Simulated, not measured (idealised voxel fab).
The following process module bears the name voxel self aligned vias.
We display cut, a cross-section 205 nm in width whose square cells are each 5 nm.
Throughout this document, each cross-section is represented as a grid of square cells and is presented as a sequence of bands enumerated from the top downward, where a band comprises one or more rows of cells.
For a band, the entry starts with two heights in nm, that of the top and then that of the bottom, and carries on with the band's materials in order from left to right, each alongside its width in nm; the word "all across" beside a single material means it fills the band edge to edge, and "blank" means empty space.
Note: height 0 marks the level under which the wafer is uniformly one material as received. Lowest band unbounded below, written "0..down".
Graded width ("30 to 40"): value in top row of band = first number; value in bottom row = second number; row-to-row change constant.
What does "nothing got changed" mean for a step? It means no cell of the cross-section changed in that step.
The list in "Fully sealed voids" covers empty spaces of 8 cells or more that cannot reach the top through any open way, and it gives each as width x height at distance; the distance is from the left edge, and width, height and distance are in nm.
Anything after a step's settings on that line? It's the simulator's own note about the step.
"overlay nm" denotes, for a step that has a mask, the displacement of the mask to the right of its planned place, with negative values corresponding to the left.

The following list gives the planned process steps
1. op RECEIVE | material Si
2. op CONFORMAL_DEP | material SiO2 | thk nm 15
3. op CONFORMAL_DEP | material SiCN | thk nm 5
4. op DIRECTIONAL_DEP | material SiO2 | thk nm 25
5. op MASKED_ETCH | tone open | mask id LINES | width nm 20 | pitch nm 70 | etch materials SiO2 | depth nm 25 | overlay nm 0
6. op CONFORMAL_DEP | material TiN | thk nm 5
7. op FILL_DEP | material W | thk nm 10
8. op CMP | height nm 45
9. op SELECTIVE_ETCH | etch materials W Ru TiN | depth nm 5
10. op FILL_DEP | material SiN | thk nm 5
11. op CMP | height nm 45
12. op DIRECTIONAL_DEP | material SiO2 | thk nm 15
13. op PATTERN | tone open | mask id VIAS | material resist | width nm 40 | thk nm 20 | overlay nm 0
14. op DIRECTIONAL_ETCH | etch materials SiO2 | depth nm 15
15. op DIRECTIONAL_ETCH | etch materials SiN | depth nm 5
16. op STRIP | etch materials resist
17. op CONFORMAL_DEP | material TiN | thk nm 5
18. op FILL_DEP | material W | thk nm 5
19. op CMP | height nm 60
20. op CONFORMAL_DEP | material SiN | thk nm 5

Delivered wafer in cross-section: state after step 1
> 0..down = Si all across
> Fully sealed voids: none

Cross-sectional image of the first of two wafers at the end of the module, the run having proceeded as planned
> 65..60 = SiN all across
> 60..50 = 45 of SiO2, then 5 of TiN, then 30 of W, then 5 of TiN, then 120 of SiO2
> 50..45 = 45 of SiO2, then 15 of TiN, then 10 of W, then 15 of TiN, then 120 of SiO2
> 45..40 = 55 of SiO2, then 20 of TiN, then 50 of SiO2, then 20 of SiN, then 60 of SiO2
> 40..25 = 55 of SiO2, then 5 of TiN, then 10 of W, then 5 of TiN, then 50 of SiO2, then 5 of TiN, then 10 of W, then 5 of TiN, then 60 of SiO2
> 25..20 = 55 of SiO2, then 20 of TiN, then 50 of SiO2, then 20 of TiN, then 60 of SiO2
> 20..15 = SiCN all across
> 15..0 = SiO2 all across
> 0..down = Si all across
> Fully sealed voids: none

So this is wafer number two of the two, cut at the end of the module - it started where the first did and had the same plan, we just got one thing wrong running it
> 65..60 = SiN all across
> 60..50 = 40 of SiO2, then 5 of TiN, then 30 of W, then 5 of TiN, then 125 of SiO2
> 50..45 = 40 of SiO2, then 20 of TiN, then 10 of W, then 10 of TiN, then 125 of SiO2
> 45..40 = 55 of SiO2, then 20 of TiN, then 50 of SiO2, then 20 of SiN, then 60 of SiO2
> 40..25 = 55 of SiO2, then 5 of TiN, then 10 of W, then 5 of TiN, then 50 of SiO2, then 5 of TiN, then 10 of W, then 5 of TiN, then 60 of SiO2
> 25..20 = 55 of SiO2, then 20 of TiN, then 50 of SiO2, then 20 of TiN, then 60 of SiO2
> 20..15 = SiCN all across
> 15..0 = SiO2 all across
> 0..down = Si all across
> Fully sealed voids: none
Want to know what went wrong? contrary to plan, step 13 was performed as op PATTERN | tone open | mask id VIAS | material resist | width nm 40 | thk nm 20 | overlay nm -5
Heads up: at the end the two wafers have identical cell counts per material, they're just laid out differently.
